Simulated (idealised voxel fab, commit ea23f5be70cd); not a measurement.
Herein follows the process module entitled voxel double patterning.
255 nm wide, 5 nm square cells: that's cross-section cut.
The cross-sections in this document take the form of a grid made of square cells. They are written out as bands, in order from top to bottom. Each band consists of one or more rows of cells.
Quick guide to a band line: top height, bottom height (nm) up front; then every material left to right with its width in nm. Only one material and it's marked "everywhere"? Then it fills the band edge to edge. And "blank" just means empty space.
For the purposes of this specification, 0 denotes the height below which the wafer in its as-received condition is composed wholly of one material, and the lowermost band, lacking a lower limit, extends downward without end, as expressed in "0..down".
A width such as "30 to 40" changes by the same amount from each row of cells to the next, from the band's top row to its bottom row.
Any step labelled "nothing was modified" changed none of the cells in the cross-section.
Empty spaces counting at least 8 cells and having no open way to the top are listed in "Closed void table". The notation width x height at distance is used for each, the distance being from the left edge and all three values in nm.
Where a step's line continues beyond its settings, the continuation is a remark by the simulator itself on that step.
A step's line can hold "overlay nm"; with a mask on that step, the setting says how far right of the planned place the mask lay, while a negative setting says it lay to the left.
**The process steps that were planned are listed below**
1) RECEIVE with material Si
2) CONFORMAL_DEP with material SiO2, thk nm 10
3) DIRECTIONAL_DEP with material polySi, thk nm 15
4) DIRECTIONAL_DEP with material SiCN, thk nm 5
5) PATTERN with tone open, mask id FIRST, material resist, width nm 15, pitch nm 50, thk nm 15, overlay nm 0
6) DIRECTIONAL_ETCH with etch materials SiCN, depth nm 5
7) STRIP with etch materials resist
8) MASKED_ETCH with tone open, mask id SECOND, width nm 15, etch materials SiCN, depth nm 5, overlay nm 0
9) DIRECTIONAL_ETCH with etch materials polySi, depth nm 15
10) STRIP with etch materials SiCN
**So this is the incoming wafer in cross-section - it's already been through step 1**
0..down = Si everywhere
Closed void table: none
**Sectioned view, first of two wafers, at the close of the module, processed as intended in the plan**
25..10 = polySi: 95 / blank: 15 / polySi: 10 / blank: 15 / polySi: 10 / blank: 15 / polySi: 95
10..0 = SiO2 everywhere
0..down = Si everywhere
Closed void table: none
**Presented here is a cross-section of the second of the two wafers as it stood at the end of the module. It was started in the same manner and assigned the same plan as the first wafer; however, one mistake was made in its execution**
15..0 = polySi: 95 / blank: 15 / polySi: 10 / blank: 15 / polySi: 10 / blank: 15 / polySi: 95
0..down = Si everywhere
Closed void table: none
In executing the process, a mistake was made relative to the plan: step 2 of the plan was jumped over and never run
Count the cells at the end and the second wafer has more or fewer of some materials than the first: SiO2: 102 fewer
